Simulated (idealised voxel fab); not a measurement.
This is a process module. Its name is voxel trench capacitor.
Cross-section cut: width 255 nm, square cells of 5 nm.
Throughout this document, each cross-section is represented as a grid of square cells and is presented as a sequence of bands enumerated from the top downward, where a band comprises one or more rows of cells. Each band's line starts with the height of the band's top and of its bottom, in nm. Then come its materials from left to right, each with its width in nm. One material with "everywhere" fills the band from edge to edge. "blank" is empty space. Height is counted from the level 0, under which the received wafer is composed throughout of one material. The lowest of the bands is not closed at the bottom but continues downward, in the notation "0 and below". Graded width ("30 to 40"): value in top row of band = first number; value in bottom row = second number; row-to-row change constant. "nothing different" -> step changed no cross-section cell. Basically, "Trapped cavities" tells you about the enclosed voids: empty spaces with no open way to the top, 8 cells or bigger, each written width x height at distance, where distance is from the left edge, all in nm. It should be noted that, on the line of a given step, the content following the step's settings is a remark produced by the simulator itself with respect to that step. overlay nm: for a step with a mask, the amount by which the mask lay right of where it was planned; a negative amount means left of it.
### This section lists the process steps that were planned
1: RECEIVE,material Si
2: CONFORMAL_DEP,material SiN,thk nm 10
3: PATTERN,tone open,mask id TRENCH,material resist,width nm 25,pitch nm 50,thk nm 20,overlay nm 0
4: DIRECTIONAL_ETCH,etch materials SiN,depth nm 10
5: DIRECTIONAL_ETCH,etch materials Si,depth nm 30
6: STRIP,etch materials resist
7: CONFORMAL_DEP,material Al2O3,thk nm 5
8: CONFORMAL_DEP,material TiN,thk nm 5
9: FILL_DEP,material W,thk nm 10
10: CMP,height nm 10
### The following pertains to the first of two wafers, which was processed as planned
### So this is the incoming wafer in cross-section - it's already been through step 1
> 0 and below: Si everywhere
> Trapped cavities: none
### State of the wafer after step 2, shown in cross-section
> 10 down to 0: SiN everywhere
> Unchanged below 0.
### State of the wafer after step 3, shown in cross-section
> 30 down to 10: resist=40 / blank=25 / resist=25 / blank=25 / resist=25 / blank=25 / resist=25 / blank=25 / resist=40
> Unchanged below 10.
### State of the wafer after step 4, shown in cross-section
> 30 down to 10: resist=40 / blank=25 / resist=25 / blank=25 / resist=25 / blank=25 / resist=25 / blank=25 / resist=40
> 10 down to 0: SiN=40 / blank=25 / SiN=25 / blank=25 / SiN=25 / blank=25 / SiN=25 / blank=25 / SiN=40
> Unchanged below 0.
### State of the wafer after step 5, shown in cross-section
> 30 down to 10: resist=40 / blank=25 / resist=25 / blank=25 / resist=25 / blank=25 / resist=25 / blank=25 / resist=40
> 10 down to 0: SiN=40 / blank=25 / SiN=25 / blank=25 / SiN=25 / blank=25 / SiN=25 / blank=25 / SiN=40
> 0 down to -30: Si=40 / blank=25 / Si=25 / blank=25 / Si=25 / blank=25 / Si=25 / blank=25 / Si=40
> Unchanged below -30.
### State of the wafer after step 6, shown in cross-section
> 10 down to 0: SiN=40 / blank=25 / SiN=25 / blank=25 / SiN=25 / blank=25 / SiN=25 / blank=25 / SiN=40
> Unchanged below 0.
### State of the wafer after step 7, shown in cross-section
> 15 down to 10: Al2O3=45 / blank=15 / Al2O3=35 / blank=15 / Al2O3=35 / blank=15 / Al2O3=35 / blank=15 / Al2O3=45
> 10 down to 0: SiN=40 / Al2O3=5 / blank=15 / Al2O3=5 / SiN=25 / Al2O3=5 / blank=15 / Al2O3=5 / SiN=25 / Al2O3=5 / blank=15 / Al2O3=5 / SiN=25 / Al2O3=5 / blank=15 / Al2O3=5 / SiN=40
> 0 down to -25: Si=40 / Al2O3=5 / blank=15 / Al2O3=5 / Si=25 / Al2O3=5 / blank=15 / Al2O3=5 / Si=25 / Al2O3=5 / blank=15 / Al2O3=5 / Si=25 / Al2O3=5 / blank=15 / Al2O3=5 / Si=40
> -25 down to -30: Si=40 / Al2O3=25 / Si=25 / Al2O3=25 / Si=25 / Al2O3=25 / Si=25 / Al2O3=25 / Si=40
> Unchanged below -30.
### State of the wafer after step 8, shown in cross-section
> 20 down to 15: TiN=50 / blank=5 / TiN=45 / blank=5 / TiN=45 / blank=5 / TiN=45 / blank=5 / TiN=50
> 15 down to 10: Al2O3=45 / TiN=5 / blank=5 / TiN=5 / Al2O3=35 / TiN=5 / blank=5 / TiN=5 / Al2O3=35 / TiN=5 / blank=5 / TiN=5 / Al2O3=35 / TiN=5 / blank=5 / TiN=5 / Al2O3=45
> 10 down to 0: SiN=40 / Al2O3=5 / TiN=5 / blank=5 / TiN=5 / Al2O3=5 / SiN=25 / Al2O3=5 / TiN=5 / blank=5 / TiN=5 / Al2O3=5 / SiN=25 / Al2O3=5 / TiN=5 / blank=5 / TiN=5 / Al2O3=5 / SiN=25 / Al2O3=5 / TiN=5 / blank=5 / TiN=5 / Al2O3=5 / SiN=40
> 0 down to -20: Si=40 / Al2O3=5 / TiN=5 / blank=5 / TiN=5 / Al2O3=5 / Si=25 / Al2O3=5 / TiN=5 / blank=5 / TiN=5 / Al2O3=5 / Si=25 / Al2O3=5 / TiN=5 / blank=5 / TiN=5 / Al2O3=5 / Si=25 / Al2O3=5 / TiN=5 / blank=5 / TiN=5 / Al2O3=5 / Si=40
> -20 down to -25: Si=40 / Al2O3=5 / TiN=15 / Al2O3=5 / Si=25 / Al2O3=5 / TiN=15 / Al2O3=5 / Si=25 / Al2O3=5 / TiN=15 / Al2O3=5 / Si=25 / Al2O3=5 / TiN=15 / Al2O3=5 / Si=40
> Unchanged below -25.
### State of the wafer after step 9, shown in cross-section
> 30 down to 20: W everywhere
> 20 down to 15: TiN=50 / W=5 / TiN=45 / W=5 / TiN=45 / W=5 / TiN=45 / W=5 / TiN=50
> 15 down to 10: Al2O3=45 / TiN=5 / W=5 / TiN=5 / Al2O3=35 / TiN=5 / W=5 / TiN=5 / Al2O3=35 / TiN=5 / W=5 / TiN=5 / Al2O3=35 / TiN=5 / W=5 / TiN=5 / Al2O3=45
> 10 down to 0: SiN=40 / Al2O3=5 / TiN=5 / W=5 / TiN=5 / Al2O3=5 / SiN=25 / Al2O3=5 / TiN=5 / W=5 / TiN=5 / Al2O3=5 / SiN=25 / Al2O3=5 / TiN=5 / W=5 / TiN=5 / Al2O3=5 / SiN=25 / Al2O3=5 / TiN=5 / W=5 / TiN=5 / Al2O3=5 / SiN=40
> 0 down to -20: Si=40 / Al2O3=5 / TiN=5 / W=5 / TiN=5 / Al2O3=5 / Si=25 / Al2O3=5 / TiN=5 / W=5 / TiN=5 / Al2O3=5 / Si=25 / Al2O3=5 / TiN=5 / W=5 / TiN=5 / Al2O3=5 / Si=25 / Al2O3=5 / TiN=5 / W=5 / TiN=5 / Al2O3=5 / Si=40
> Unchanged below -20.
### State of the wafer after step 10, shown in cross-section
> 10 down to 0: SiN=40 / Al2O3=5 / TiN=5 / W=5 / TiN=5 / Al2O3=5 / SiN=25 / Al2O3=5 / TiN=5 / W=5 / TiN=5 / Al2O3=5 / SiN=25 / Al2O3=5 / TiN=5 / W=5 / TiN=5 / Al2O3=5 / SiN=25 / Al2O3=5 / TiN=5 / W=5 / TiN=5 / Al2O3=5 / SiN=40
> Unchanged below 0.
### It is to be noted that the second wafer proceeded from the same initial state and according to the same plan as the first, although one mistake was committed in its execution; through step 6, inclusive, the two wafers share an identical history
### Cross-section, second wafer, at the end time the plan gives for step 7
> 15 down to 10: TiN=45 / blank=15 / TiN=35 / blank=15 / TiN=35 / blank=15 / TiN=35 / blank=15 / TiN=45
> 10 down to 0: SiN=40 / TiN=5 / blank=15 / TiN=5 / SiN=25 / TiN=5 / blank=15 / TiN=5 / SiN=25 / TiN=5 / blank=15 / TiN=5 / SiN=25 / TiN=5 / blank=15 / TiN=5 / SiN=40
> 0 down to -25: Si=40 / TiN=5 / blank=15 / TiN=5 / Si=25 / TiN=5 / blank=15 / TiN=5 / Si=25 / TiN=5 / blank=15 / TiN=5 / Si=25 / TiN=5 / blank=15 / TiN=5 / Si=40
> -25 down to -30: Si=40 / TiN=25 / Si=25 / TiN=25 / Si=25 / TiN=25 / Si=25 / TiN=25 / Si=40
> Unchanged below -30.
### Cross-section, second wafer, at the end time the plan gives for step 8
> 20 down to 15: Al2O3=50 / blank=5 / Al2O3=45 / blank=5 / Al2O3=45 / blank=5 / Al2O3=45 / blank=5 / Al2O3=50
> 15 down to 10: TiN=45 / Al2O3=5 / blank=5 / Al2O3=5 / TiN=35 / Al2O3=5 / blank=5 / Al2O3=5 / TiN=35 / Al2O3=5 / blank=5 / Al2O3=5 / TiN=35 / Al2O3=5 / blank=5 / Al2O3=5 / TiN=45
> 10 down to 0: SiN=40 / TiN=5 / Al2O3=5 / blank=5 / Al2O3=5 / TiN=5 / SiN=25 / TiN=5 / Al2O3=5 / blank=5 / Al2O3=5 / TiN=5 / SiN=25 / TiN=5 / Al2O3=5 / blank=5 / Al2O3=5 / TiN=5 / SiN=25 / TiN=5 / Al2O3=5 / blank=5 / Al2O3=5 / TiN=5 / SiN=40
> 0 down to -20: Si=40 / TiN=5 / Al2O3=5 / blank=5 / Al2O3=5 / TiN=5 / Si=25 / TiN=5 / Al2O3=5 / blank=5 / Al2O3=5 / TiN=5 / Si=25 / TiN=5 / Al2O3=5 / blank=5 / Al2O3=5 / TiN=5 / Si=25 / TiN=5 / Al2O3=5 / blank=5 / Al2O3=5 / TiN=5 / Si=40
> -20 down to -25: Si=40 / TiN=5 / Al2O3=15 / TiN=5 / Si=25 / TiN=5 / Al2O3=15 / TiN=5 / Si=25 / TiN=5 / Al2O3=15 / TiN=5 / Si=25 / TiN=5 / Al2O3=15 / TiN=5 / Si=40
> Unchanged below -25.
### Cross-section, second wafer, at the end time the plan gives for step 9
> 30 down to 20: W everywhere
> 20 down to 15: Al2O3=50 / W=5 / Al2O3=45 / W=5 / Al2O3=45 / W=5 / Al2O3=45 / W=5 / Al2O3=50
> 15 down to 10: TiN=45 / Al2O3=5 / W=5 / Al2O3=5 / TiN=35 / Al2O3=5 / W=5 / Al2O3=5 / TiN=35 / Al2O3=5 / W=5 / Al2O3=5 / TiN=35 / Al2O3=5 / W=5 / Al2O3=5 / TiN=45
> 10 down to 0: SiN=40 / TiN=5 / Al2O3=5 / W=5 / Al2O3=5 / TiN=5 / SiN=25 / TiN=5 / Al2O3=5 / W=5 / Al2O3=5 / TiN=5 / SiN=25 / TiN=5 / Al2O3=5 / W=5 / Al2O3=5 / TiN=5 / SiN=25 / TiN=5 / Al2O3=5 / W=5 / Al2O3=5 / TiN=5 / SiN=40
> 0 down to -20: Si=40 / TiN=5 / Al2O3=5 / W=5 / Al2O3=5 / TiN=5 / Si=25 / TiN=5 / Al2O3=5 / W=5 / Al2O3=5 / TiN=5 / Si=25 / TiN=5 / Al2O3=5 / W=5 / Al2O3=5 / TiN=5 / Si=25 / TiN=5 / Al2O3=5 / W=5 / Al2O3=5 / TiN=5 / Si=40
> Unchanged below -20.
### Cross-section, second wafer, at the end time the plan gives for step 10
> 10 down to 0: SiN=40 / TiN=5 / Al2O3=5 / W=5 / Al2O3=5 / TiN=5 / SiN=25 / TiN=5 / Al2O3=5 / W=5 / Al2O3=5 / TiN=5 / SiN=25 / TiN=5 / Al2O3=5 / W=5 / Al2O3=5 / TiN=5 / SiN=25 / TiN=5 / Al2O3=5 / W=5 / Al2O3=5 / TiN=5 / SiN=40
> Unchanged below 0.
Where did the run depart from the plan? steps 7 and 8 were swapped
In the final state, the cell counts of the second wafer exceed or fall short of those of the first for the following materials: -16 Al2O3, +16 TiN
